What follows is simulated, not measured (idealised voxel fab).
The process module presented herein is designated voxel quadruple lines.
It is cross-section cut that appears here, measuring 225 nm in width, its square cells being 5 nm in size.
Each cross-section below is a grid of square cells, stated as bands in top-down order, with one or more rows of cells making up each band.
Band: top height; bottom height; in nm. Then, left to right: material with width in nm, for each material. "all across": a single material spanning edge to edge. "air": empty space.
Below 0: as-received wafer, all one material; heights counted from there. Lowest band: no bottom, goes on down, written "z 0 and below".
A width such as "30->40" changes by the same amount from each row of cells to the next, from the band's top row to its bottom row.
The designation "nothing altered", where it is given for a processing step, indicates that no cell of the cross-section was altered in the course of that step.
"Unvented voids" specifies each empty space that is not open to the top and that occupies no fewer than 8 cells, using the form width x height at distance, the distance measured from the left edge and all three quantities in nm.
Read whatever lies past the settings on a step's line as the simulator's own remark about the step.
Among the settings permitted on a step's line is "overlay nm"; applied to a step with a mask, it specifies the extent to which the mask lay to the right of its planned position, whereas a negative figure signifies a position to the left.

### List of planned process steps
1,RECEIVE [material Si]
2,CONFORMAL_DEP [material SiO2] [thk nm 5]
3,DIRECTIONAL_DEP [material W] [thk nm 10]
4,DIRECTIONAL_DEP [material polySi] [thk nm 15]
5,DIRECTIONAL_DEP [material aC] [thk nm 20]
6,PATTERN [tone cover] [mask id MANDREL] [material resist] [width nm 20] [thk nm 30] [overlay nm 0]
7,DIRECTIONAL_ETCH [etch materials aC] [depth nm 20]
8,STRIP [etch materials resist]
9,CONFORMAL_DEP [material SiO2] [thk nm 10]
10,DIRECTIONAL_ETCH [etch materials SiO2] [depth nm 10]
11,STRIP [etch materials aC]
12,DIRECTIONAL_ETCH [etch materials polySi] [depth nm 15]
13,STRIP [etch materials SiO2]
14,CONFORMAL_DEP [material SiCN] [thk nm 5]
15,DIRECTIONAL_ETCH [etch materials SiCN] [depth nm 5]
16,STRIP [etch materials polySi]
17,DIRECTIONAL_ETCH [etch materials W] [depth nm 10]
18,STRIP [etch materials SiCN]
19,FILL_DEP [material SiO2] [thk nm 10]
20,CMP [height nm 15]

### Cross-section of the wafer as it came to us, i.e., already through step 1
  z 0 and below | Si all across
  Unvented voids: none

### The first of two wafers, cross-sectioned at the end of the module, with the run proceeding as planned
  z 15 to 5 | 85 nm SiO2; 5 nm W; 10 nm SiO2; 5 nm W; 10 nm SiO2; 5 nm W; 10 nm SiO2; 5 nm W; 90 nm SiO2
  z 5 to 0 | SiO2 all across
  z 0 and below | Si all across
  Unvented voids: none

### End of module, second wafer, cross-section. Started like the first, planned like the first, run with one mistake
  z 15 to 5 | polySi all across
  z 5 to 0 | SiO2 all across
  z 0 and below | Si all across
  Unvented voids: none
Against the plan, the run slipped here: steps 3 and 4 of the plan were run in the wrong order, each in the other's place
Bottom line after processing is that, in cells, the second wafer is up or down on some materials versus the first: SiO2: 82 fewer; W: 8 fewer; polySi: 90 more
